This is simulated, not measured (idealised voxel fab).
The following is a process module called voxel spacer lines.
Square cell edge 5 nm, section width 255 nm, ID cut.
Cross-section layout: square cells on a grid; listed as bands, top to bottom; a band spans one or more cell rows.
Look at the band entry: it leads with the top's height and the bottom's height in nm. Then it lists the materials left to right, with a width in nm for each. The word "everywhere" on a single material says that material fills the band edge to edge. The word "empty" is empty space.
Where do heights start? At 0: under that level the wafer as delivered is made of one material only. And the lowest band has no floor; it just carries on downward, as in "top 0, no bottom".
Width: "30->40" (first number = top row, second number = bottom row, same change from row to row of cells).
Reading "same as before" for a step: not a cell of the cross-section changed in it.
Closed-off voids of 8+ cells (no open route to the top) go in "Closed void listing", written width x height at distance from the left edge, in nm.
The remark found on a step's line after its settings is issued by the simulator itself and pertains to that step.
If you see "overlay nm" on a step's line and that step has a mask, it's telling you how far right of where it was planned the mask ended up; a negative number means it went left instead.

**plan**
1 RECEIVE | material Si
2 CONFORMAL_DEP | material Al2O3 | thk nm 10
3 DIRECTIONAL_DEP | material polySi | thk nm 15
4 DIRECTIONAL_DEP | material aC | thk nm 20
5 PATTERN | tone cover | mask id MANDREL | material resist | width nm 25 | pitch nm 70 | thk nm 25 | overlay nm 0
6 DIRECTIONAL_ETCH | etch materials aC | depth nm 20
7 STRIP | etch materials resist
8 CONFORMAL_DEP | material SiO2 | thk nm 10
9 DIRECTIONAL_ETCH | etch materials SiO2 | depth nm 10
10 STRIP | etch materials aC
11 DIRECTIONAL_ETCH | etch materials polySi | depth nm 15
12 STRIP | etch materials SiO2
13 FILL_DEP | material lowk | thk nm 10
14 CMP | height nm 25

**First wafer of two (run as planned)**

**Shown in cross-section is the wafer as received, that is, as it stands after step 1**
* top 0, no bottom | Si everywhere
* Closed void listing: none

**Upon completion of step 2, the wafer appears in cross-section as shown**
* top 10, bottom 0 | Al2O3 everywhere
* Under the height 0 nothing was changed.

**Upon completion of step 3, the wafer appears in cross-section as shown**
* top 25, bottom 10 | polySi everywhere
* Under the height 10 nothing was changed.

**Upon completion of step 4, the wafer appears in cross-section as shown**
* top 45, bottom 25 | aC everywhere
* Under the height 25 nothing was changed.

**Upon completion of step 5, the wafer appears in cross-section as shown**
* top 70, bottom 45 | empty: 80  resist: 25  empty: 45  resist: 25  empty: 80
* Under the height 45 nothing was changed.

**Upon completion of step 6, the wafer appears in cross-section as shown**
* top 50, bottom 45 | empty: 80  resist: 25  empty: 45  resist: 25  empty: 80
* top 45, bottom 25 | empty: 80  aC: 25  empty: 45  aC: 25  empty: 80
* Under the height 25 nothing was changed.

**Upon completion of step 7, the wafer appears in cross-section as shown**
* top 45, bottom 25 | empty: 80  aC: 25  empty: 45  aC: 25  empty: 80
* Under the height 25 nothing was changed.

**Upon completion of step 8, the wafer appears in cross-section as shown**
* top 55, bottom 45 | empty: 70  SiO2: 45  empty: 25  SiO2: 45  empty: 70
* top 45, bottom 35 | empty: 70  SiO2: 10  aC: 25  SiO2: 10  empty: 25  SiO2: 10  aC: 25  SiO2: 10  empty: 70
* top 35, bottom 25 | SiO2: 80  aC: 25  SiO2: 45  aC: 25  SiO2: 80
* Under the height 25 nothing was changed.

**Upon completion of step 9, the wafer appears in cross-section as shown**
* top 45, bottom 25 | empty: 70  SiO2: 10  aC: 25  SiO2: 10  empty: 25  SiO2: 10  aC: 25  SiO2: 10  empty: 70
* Under the height 25 nothing was changed.

**Upon completion of step 10, the wafer appears in cross-section as shown**
* top 45, bottom 25 | empty: 70  SiO2: 10  empty: 25  SiO2: 10  empty: 25  SiO2: 10  empty: 25  SiO2: 10  empty: 70
* Under the height 25 nothing was changed.

**Upon completion of step 11, the wafer appears in cross-section as shown**
* top 45, bottom 25 | empty: 70  SiO2: 10  empty: 25  SiO2: 10  empty: 25  SiO2: 10  empty: 25  SiO2: 10  empty: 70
* top 25, bottom 10 | empty: 70  polySi: 10  empty: 25  polySi: 10  empty: 25  polySi: 10  empty: 25  polySi: 10  empty: 70
* Under the height 10 nothing was changed.

**Upon completion of step 12, the wafer appears in cross-section as shown**
* top 25, bottom 10 | empty: 70  polySi: 10  empty: 25  polySi: 10  empty: 25  polySi: 10  empty: 25  polySi: 10  empty: 70
* Under the height 10 nothing was changed.

**Upon completion of step 13, the wafer appears in cross-section as shown**
* top 35, bottom 25 | lowk everywhere
* top 25, bottom 10 | lowk: 70  polySi: 10  lowk: 25  polySi: 10  lowk: 25  polySi: 10  lowk: 25  polySi: 10  lowk: 70
* Under the height 10 nothing was changed.

**Upon completion of step 14, the wafer appears in cross-section as shown**
* top 25, bottom 10 | lowk: 70  polySi: 10  lowk: 25  polySi: 10  lowk: 25  polySi: 10  lowk: 25  polySi: 10  lowk: 70
* Under the height 10 nothing was changed.

**Second wafer: same start and same plan as the first, one execution error; identical to the first through step 4**

**Cross-section, second wafer, at the end time the plan gives for step 5**
* top 70, bottom 45 | resist: 80  empty: 25  resist: 45  empty: 25  resist: 80
* Under the height 45 nothing was changed.

**Cross-section, second wafer, at the end time the plan gives for step 6**
* top 50, bottom 45 | resist: 80  empty: 25  resist: 45  empty: 25  resist: 80
* top 45, bottom 25 | aC: 80  empty: 25  aC: 45  empty: 25  aC: 80
* Under the height 25 nothing was changed.

**Cross-section, second wafer, at the end time the plan gives for step 7**
* top 45, bottom 25 | aC: 80  empty: 25  aC: 45  empty: 25  aC: 80
* Under the height 25 nothing was changed.

**Cross-section, second wafer, at the end time the plan gives for step 8**
* top 55, bottom 45 | SiO2: 90  empty: 5  SiO2: 65  empty: 5  SiO2: 90
* top 45, bottom 35 | aC: 80  SiO2: 10  empty: 5  SiO2: 10  aC: 45  SiO2: 10  empty: 5  SiO2: 10  aC: 80
* top 35, bottom 25 | aC: 80  SiO2: 25  aC: 45  SiO2: 25  aC: 80
* Under the height 25 nothing was changed.

**Cross-section, second wafer, at the end time the plan gives for step 9**
* top 45, bottom 25 | aC: 80  SiO2: 10  empty: 5  SiO2: 10  aC: 45  SiO2: 10  empty: 5  SiO2: 10  aC: 80
* Under the height 25 nothing was changed.

**Cross-section, second wafer, at the end time the plan gives for step 10**
* top 45, bottom 25 | empty: 80  SiO2: 10  empty: 5  SiO2: 10  empty: 45  SiO2: 10  empty: 5  SiO2: 10  empty: 80
* Under the height 25 nothing was changed.

**Cross-section, second wafer, at the end time the plan gives for step 11**
* top 45, bottom 25 | empty: 80  SiO2: 10  empty: 5  SiO2: 10  empty: 45  SiO2: 10  empty: 5  SiO2: 10  empty: 80
* top 25, bottom 10 | empty: 80  polySi: 10  empty: 5  polySi: 10  empty: 45  polySi: 10  empty: 5  polySi: 10  empty: 80
* Under the height 10 nothing was changed.

**Cross-section, second wafer, at the end time the plan gives for step 12**
* top 25, bottom 10 | empty: 80  polySi: 10  empty: 5  polySi: 10  empty: 45  polySi: 10  empty: 5  polySi: 10  empty: 80
* Under the height 10 nothing was changed.

**Cross-section, second wafer, at the end time the plan gives for step 13**
* top 35, bottom 25 | lowk everywhere
* top 25, bottom 10 | lowk: 80  polySi: 10  lowk: 5  polySi: 10  lowk: 45  polySi: 10  lowk: 5  polySi: 10  lowk: 80
* Under the height 10 nothing was changed.

**Cross-section, second wafer, at the end time the plan gives for step 14**
* top 25, bottom 10 | lowk: 80  polySi: 10  lowk: 5  polySi: 10  lowk: 45  polySi: 10  lowk: 5  polySi: 10  lowk: 80
* Under the height 10 nothing was changed.
Against the plan, the run slipped here: step 5 did not use the planned setting and instead ran as PATTERN | tone open | mask id MANDREL | material resist | width nm 25 | pitch nm 70 | thk nm 25 | overlay nm 0
Matching per-material cell counts, mismatched positions: that is how the second wafer compares with the first at the end.
